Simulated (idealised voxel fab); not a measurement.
Process module in this document: voxel tone inversion
This is section cut - it's 290 nm across, gridded in 5 nm square cells.
Cross-sections here: square-cell grids, written as top-down lists of bands, a band being one or more rows of cells.
Each band's line starts with the height of the band's top and of its bottom, in nm. Then come its materials from left to right, each with its width in nm. One material with "everywhere" fills the band from edge to edge. "air" is empty space.
Heights are expressed relative to 0, this being the level below which the as-received wafer comprises one material exclusively. The lowest band is unbounded in the downward direction and is denoted as in "0 nm and below".
The expression "30..40" gives the width at the extremes of the band, the first number at its top row of cells and the second at its bottom row, with the width changing by equal amounts from each row to the next in between.
No cell of the cross-section changed in a step that is given as "nothing was modified".
Entry "Enclosed void list". Content: empty spaces with no open connection to the top, size 8 cells or greater. Each: width x height at distance. Distance: from left edge. Unit: nm.
Text after the settings on a step's line: the simulator's own remark on that step.
"overlay nm" answers the question of how far to the right of plan the mask lay on a step that has a mask, and when it is negative the answer is to the left.
### Listed below are the process steps as planned
| 1 | RECEIVE | material Si |
| 2 | CONFORMAL_DEP | material SiCN | thk nm 5 |
| 3 | DIRECTIONAL_DEP | material polySi | thk nm 15 |
| 4 | PATTERN | tone cover | mask id POSTS | material resist | width nm 20 | pitch nm 45 | thk nm 25 | overlay nm 0 |
| 5 | DIRECTIONAL_ETCH | etch materials polySi | depth nm 15 |
| 6 | STRIP | etch materials resist |
| 7 | FILL_DEP | material SiO2 | thk nm 10 |
| 8 | CMP | height nm 20 |
| 9 | STRIP | etch materials polySi |
Wafer-to-wafer difference: thk nm, step 2. Common start. Plan = first wafer's value.
### As-received cross-section, first of several wafers, post step 1
* 0 nm and below | Si everywhere
* Enclosed void list: none
### Cross-section of the first of several wafers once the module has run through its last step, step 9
* 20 nm to 5 nm | SiO2=110, then air=20, then SiO2=25, then air=20, then SiO2=115
* 5 nm to 0 nm | SiCN everywhere
* 0 nm and below | Si everywhere
* Enclosed void list: none
### Final wafer of several, shown in cross-section at the end of the module
* 20 nm to 0 nm | SiCN everywhere
* 0 nm and below | Si everywhere
* Enclosed void list: none
### Table: wafers, a row each; end-of-module cell change per material since receipt, gain (+), loss (-); then closed voids
thk nm 5; +58 SiCN; +150 SiO2; Enclosed void list: none
thk nm 10; +116 SiCN; +100 SiO2; Enclosed void list: none
thk nm 15; +174 SiCN; +50 SiO2; Enclosed void list: none
thk nm 20; +232 SiCN; Enclosed void list: none
